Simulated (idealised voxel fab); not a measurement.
process module | voxel self aligned contacts
cross-section cut | 245 nm wide | cells 5 nm
A cross-section is a grid of square cells, given in bands from the top down. A band is one or more rows of cells.
Each band's line starts with the height of the band's top and of its bottom, in nm. Then come its materials from left to right, each with its width in nm. One material with "throughout" fills the band from edge to edge. "air" is empty space.
Height 0 is the level under which the wafer as received is all one material. The lowest band goes on downwards, as in "0 down".
A width such as "30 to 40" changes by the same amount from each row of cells to the next, from the band's top row to its bottom row.
"no change" after a step means that no cell of the cross-section changed.
closed voids: empty space of 8 cells or more with no open way to the top, each as width x height at its distance from the left edge, in nm
after a step's settings: what the simulator itself notes on the step
overlay nm, on a step with a mask: how far to the right of its planned place the mask lay; to the left if negative
plan
1 op RECEIVE | material Si
2 op OXIDIZE | depth nm 5
3 op DIRECTIONAL_DEP | material polySi | thk nm 30
4 op DIRECTIONAL_DEP | material SiN | thk nm 20
5 op DIRECTIONAL_DEP | material aC | thk nm 10
6 op PATTERN | tone cover | mask id GATE | material resist | width nm 25 | pitch nm 80 | thk nm 30 | overlay nm 0
7 op DIRECTIONAL_ETCH | etch materials aC | depth nm 10
8 op STRIP | etch materials resist
9 op DIRECTIONAL_ETCH | etch materials SiN | depth nm 20
10 op DIRECTIONAL_ETCH | etch materials polySi | depth nm 30
11 op STRIP | etch materials aC
12 op CONFORMAL_DEP | material SiN | thk nm 10
13 op DIRECTIONAL_ETCH | etch materials SiN | depth nm 10
14 op FILL_DEP | material SiO2 | thk nm 10
15 op CMP | height nm 55
16 op MASKED_ETCH | tone open | mask id CONTACT | width nm 55 | etch materials SiO2 | depth nm 60 | overlay nm 0
17 op CONFORMAL_DEP | material TiN | thk nm 5
18 op FILL_DEP | material Ru | thk nm 5
19 op CMP | height nm 55
20 op CONFORMAL_DEP | material SiN | thk nm 5
varied across the wafers: width nm of step 6. The plan shows the first wafer's value. All wafers start alike
first wafer as received, after step 1
  0 down: Si throughout
  closed voids: none
first wafer at the end, after step 20
  60 to 55: SiN throughout
  55 to 50: SiO2 95 | TiN 15 | Ru 25 | TiN 15 | SiO2 95
  50 to 30: SiO2 60 | SiN 45 | TiN 5 | Ru 25 | TiN 5 | SiN 45 | SiO2 60
  30 to 0: SiO2 60 | SiN 10 | polySi 25 | SiN 10 | TiN 5 | Ru 25 | TiN 5 | SiN 10 | polySi 25 | SiN 10 | SiO2 60
  0 to -5: SiO2 105 | TiN 35 | SiO2 105
  -5 down: Si throughout
  closed voids: none
last wafer at the end
  60 to 55: SiN throughout
  55 to 50: SiO2 95 | TiN 55 | SiO2 95
  50 to 30: SiO2 50 | SiN 70 | TiN 10 | SiN 70 | SiO2 45
  30 to 0: SiO2 50 | SiN 10 | polySi 50 | SiN 10 | TiN 10 | SiN 10 | polySi 50 | SiN 10 | SiO2 45
  0 to -5: SiO2 120 | TiN 10 | SiO2 115
  -5 down: Si throughout
  closed voids: none
each wafer at the end: cells of each material gained (+) or lost (-) since it was received, then its closed voids
width nm 25 | +55 Ru | -49 Si | +169 SiN | +320 SiO2 | +33 TiN | +60 polySi | closed voids: none
width nm 30 | +44 Ru | -49 Si | +177 SiN | +311 SiO2 | +33 TiN | +72 polySi | closed voids: none
width nm 35 | +33 Ru | -49 Si | +185 SiN | +302 SiO2 | +33 TiN | +84 polySi | closed voids: none
width nm 40 | +22 Ru | -49 Si | +193 SiN | +293 SiO2 | +33 TiN | +96 polySi | closed voids: none
width nm 45 | +11 Ru | -49 Si | +201 SiN | +284 SiO2 | +33 TiN | +108 polySi | closed voids: none
width nm 50 | -49 Si | +209 SiN | +275 SiO2 | +33 TiN | +120 polySi | closed voids: none
